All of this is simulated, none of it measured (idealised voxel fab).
A process module follows: voxel transistor to metal.
The cross-section on display is named cut; it measures 200 nm wide, and its cells are 5 nm squares.
Cross-sections here: square-cell grids, written as top-down lists of bands, a band being one or more rows of cells.
Band: top and bottom heights (nm) first, top before bottom; then materials from left to right, widths in nm. "throughout" marks a sole material filling the band edge to edge. "empty" denotes empty space.
We count height from 0. Below that, the starting wafer is all one material. The lowest band never ends at the bottom but goes on down; see "0 and below" for how that is written.
So if you see something like "30 to 40" for the width, read it as the top row of the band sitting at the first number and the bottom row at the second, with every row in between moving by the same amount as the last.
"all unchanged", as given for a step, is the statement that not any cell of the cross-section underwent a change during that step.
"Closed void roster" specifies each empty space that is not open to the top and that occupies no fewer than 8 cells, using the form width x height at distance, the distance measured from the left edge and all three quantities in nm.
If you see something after the settings on a step's line, that's the simulator's own remark about that step.
For masked steps, "overlay nm" on the step line gives how far right of plan the mask actually lay; a minus sign means it lay to the left.
Intended process steps
1) RECEIVE with material Si
2) CONFORMAL_DEP with material SiO2, thk nm 5
3) CONFORMAL_DEP with material SiN, thk nm 15
4) DIRECTIONAL_DEP with material aC, thk nm 15
5) PATTERN with tone cover, mask id ACTIVE, material resist, width nm 125, thk nm 35, overlay nm 0
6) DIRECTIONAL_ETCH with etch materials aC, depth nm 15
7) STRIP with etch materials resist
8) DIRECTIONAL_ETCH with etch materials SiN, depth nm 15
9) DIRECTIONAL_ETCH with etch materials SiO2, depth nm 5
10) DIRECTIONAL_ETCH with etch materials Si, depth nm 25
11) STRIP with etch materials aC
12) OXIDIZE with depth nm 5
13) FILL_DEP with material SiO2, thk nm 5
14) CMP with height nm 20
15) SELECTIVE_ETCH with etch materials SiO2, depth nm 5
16) STRIP with etch materials SiN
17) SELECTIVE_ETCH with etch materials SiO2, depth nm 5
18) OXIDIZE with depth nm 5
19) DIRECTIONAL_DEP with material polySi, thk nm 30
20) DIRECTIONAL_DEP with material SiCN, thk nm 15
21) PATTERN with tone cover, mask id GATE, material resist, width nm 25, thk nm 15, overlay nm 0
22) DIRECTIONAL_ETCH with etch materials SiCN, depth nm 25
23) DIRECTIONAL_ETCH with etch materials polySi, depth nm 40
24) STRIP with etch materials resist
25) CONFORMAL_DEP with material SiO2, thk nm 5
26) DIRECTIONAL_ETCH with etch materials SiO2, depth nm 5
27) CONFORMAL_DEP with material SiN, thk nm 5
28) DIRECTIONAL_ETCH with etch materials SiN, depth nm 5
29) DIRECTIONAL_ETCH with etch materials SiO2, depth nm 5
30) DIRECTIONAL_ETCH with etch materials Si, depth nm 15
31) EPI with material SiGe, thk nm 20
32) FILL_DEP with material SiO2, thk nm 10
33) CMP with height nm 45
34) DIRECTIONAL_DEP with material SiO2, thk nm 15
35) MASKED_ETCH with tone open, mask id CONTACT, width nm 20, pitch nm 85, etch materials SiO2, depth nm 60, overlay nm 0
36) CONFORMAL_DEP with material TiN, thk nm 5
37) FILL_DEP with material Ru, thk nm 10
38) CMP with height nm 60
39) CONFORMAL_DEP with material SiCN, thk nm 5
40) DIRECTIONAL_DEP with material SiO2, thk nm 25
41) DIRECTIONAL_DEP with material aC, thk nm 15
42) PATTERN with tone open, mask id METAL_1, material resist, width nm 20, pitch nm 85, thk nm 30, overlay nm 0
43) DIRECTIONAL_ETCH with etch materials aC, depth nm 15
44) STRIP with etch materials resist
45) DIRECTIONAL_ETCH with etch materials SiO2, depth nm 25
46) DIRECTIONAL_ETCH with etch materials SiCN, depth nm 5
47) STRIP with etch materials aC
48) CONFORMAL_DEP with material TiN, thk nm 5
49) FILL_DEP with material Ru, thk nm 10
50) CMP with height nm 90
51) CONFORMAL_DEP with material SiCN, thk nm 5
As received (post step 1): cross-section
* 0 and below  Si throughout
* Closed void roster: none
Wafer at module end, in section. Began as above, planned as above, run with one mistake
* 95 down to 90  SiCN throughout
* 90 down to 80  SiO2 45  TiN 5  Ru 10  TiN 5  SiO2 65  TiN 5  Ru 10  TiN 5  SiO2 50
* 80 down to 75  SiCN 45  TiN 20  SiCN 65  TiN 20  SiCN 50
* 75 down to 65  Ru throughout
* 65 down to 60  TiN 50  Ru 10  TiN 75  Ru 10  TiN 55
* 60 down to 45  SiO2 45  TiN 5  Ru 10  TiN 5  SiO2 65  TiN 5  Ru 10  TiN 5  SiO2 50
* 45 down to 30  SiO2 45  TiN 5  Ru 10  TiN 5  SiO2 10  SiN 5  SiO2 5  SiCN 25  SiO2 5  SiN 5  SiO2 10  TiN 5  Ru 10  TiN 5  SiO2 50
* 30 down to 20  SiO2 45  TiN 5  Ru 10  TiN 5  SiO2 10  SiN 5  SiO2 5  polySi 25  SiO2 5  SiN 5  SiO2 10  TiN 5  Ru 10  TiN 5  SiO2 50
* 20 down to 15  SiO2 45  TiN 20  SiO2 10  SiN 5  SiO2 5  polySi 25  SiO2 5  SiN 5  SiO2 10  TiN 20  SiO2 50
* 15 down to 10  SiO2 45  TiN 10  SiGe 20  SiN 5  SiO2 5  polySi 25  SiO2 5  SiN 5  SiGe 20  TiN 10  SiO2 50
* 10 down to 0  SiO2 35  SiN 5  SiO2 5  TiN 10  SiGe 20  SiN 5  SiO2 5  polySi 25  SiO2 5  SiN 5  SiGe 20  TiN 10  SiO2 5  SiN 5  SiO2 40
* 0 down to -5  SiO2 40  SiGe 35  SiO2 45  SiGe 35  SiO2 45
* -5 down to -20  SiO2 40  SiGe 35  Si 45  SiGe 35  SiO2 45
* -20 down to -30  SiO2 40  Si 115  SiO2 45
* -30 and below  Si throughout
* Closed void roster: none
It is concluded that the wafer was processed incorrectly with respect to the plan, in that it should be noted that step 38 of the plan was omitted and was not performed
